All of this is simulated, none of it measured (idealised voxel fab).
The name of this process module is voxel ribs on slabs.
Section cut is 145 nm wide and gridded with 5 nm square cells.
The cross-sections in this document take the form of a grid made of square cells. They are written out as bands, in order from top to bottom. Each band consists of one or more rows of cells. It is stipulated that each band's entry specify, in nanometres, the height of the top of the band and then that of its bottom, followed by the materials of the band in left-to-right sequence, each together with its width in nanometres. A single material marked by the word "full width" is understood to fill the band from edge to edge; the word "empty" is understood to denote empty space. The reference from which all heights are counted is 0, the level beneath which the as-received wafer is entirely one material; the lowest band, having no lower bound, proceeds downward and is written after the example "0 down". A width such as "30..40" changes by the same amount from each row of cells to the next, from the band's top row to its bottom row. "same as before" for a step: no cell of the cross-section changed in that step. "Closed void list" specifies each empty space that is not open to the top and that occupies no fewer than 8 cells, using the form width x height at distance, the distance measured from the left edge and all three quantities in nm. If you see something after the settings on a step's line, that's the simulator's own remark about that step. Among the settings permitted on a step's line is "overlay nm"; applied to a step with a mask, it specifies the extent to which the mask lay to the right of its planned position, whereas a negative figure signifies a position to the left.

Process steps foreseen in the plan:
| 1 | RECEIVE with material Si |
| 2 | DIRECTIONAL_DEP with material SiO2, thk nm 20 |
| 3 | DIRECTIONAL_DEP with material polySi, thk nm 25 |
| 4 | MASKED_ETCH with tone cover, mask id RIB, width nm 20, etch materials polySi, depth nm 10, overlay nm 0 |
| 5 | MASKED_ETCH with tone cover, mask id SLAB, width nm 70, etch materials polySi, depth nm 15, overlay nm 0 |
| 6 | FILL_DEP with material SiO2, thk nm 20 |
| 7 | CMP with height nm 65 |
| 8 | DIRECTIONAL_DEP with material W, thk nm 10 |
| 9 | DIRECTIONAL_DEP with material aC, thk nm 15 |
| 10 | PATTERN with tone cover, mask id HEATER, material resist, width nm 30, thk nm 30, overlay nm 0 |
| 11 | DIRECTIONAL_ETCH with etch materials aC, depth nm 15 |
| 12 | STRIP with etch materials resist |
| 13 | DIRECTIONAL_ETCH with etch materials W, depth nm 10 |
| 14 | STRIP with etch materials aC |
| 15 | CONFORMAL_DEP with material SiN, thk nm 10 |
For this document, wafers share an identical start and vary in the step 2 thk nm; the plan quotes the first wafer's value.

Cross-section of the first incoming wafer of several, state after step 1:
    0 down  Si full width
    Closed void list: none

Depicted here is the first of several wafers in cross-section, at module completion following the last step, step 15:
    85 to 75  45 empty  50 SiN  50 empty
    75 to 65  55 SiN  30 W  60 SiN
    65 to 45  SiO2 full width
    45 to 35  60 SiO2  20 polySi  65 SiO2
    35 to 20  35 SiO2  70 polySi  40 SiO2
    20 to 0  SiO2 full width
    0 down  Si full width
    Closed void list: none

Last-wafer cross-section at the end of the module:
    85 to 75  45 empty  50 SiN  50 empty
    75 to 65  55 SiN  30 W  60 SiN
    65 to 55  60 SiO2  20 polySi  65 SiO2
    55 to 40  35 SiO2  70 polySi  40 SiO2
    40 to 0  SiO2 full width
    0 down  Si full width
    Closed void list: none

Below, a row for every wafer. Read it as the end-of-module picture: for each material the wafer shows its cells gained (+) or lost (-) since it was received, and then its closed voids:
thk nm 20; +66 SiN; +327 SiO2; +12 W; +50 polySi; Closed void list: none
thk nm 25; +66 SiN; +327 SiO2; +12 W; +50 polySi; Closed void list: none
thk nm 30; +66 SiN; +327 SiO2; +12 W; +50 polySi; Closed void list: none
thk nm 35; +66 SiN; +327 SiO2; +12 W; +50 polySi; Closed void list: none
thk nm 40; +66 SiN; +327 SiO2; +12 W; +50 polySi; Closed void list: none
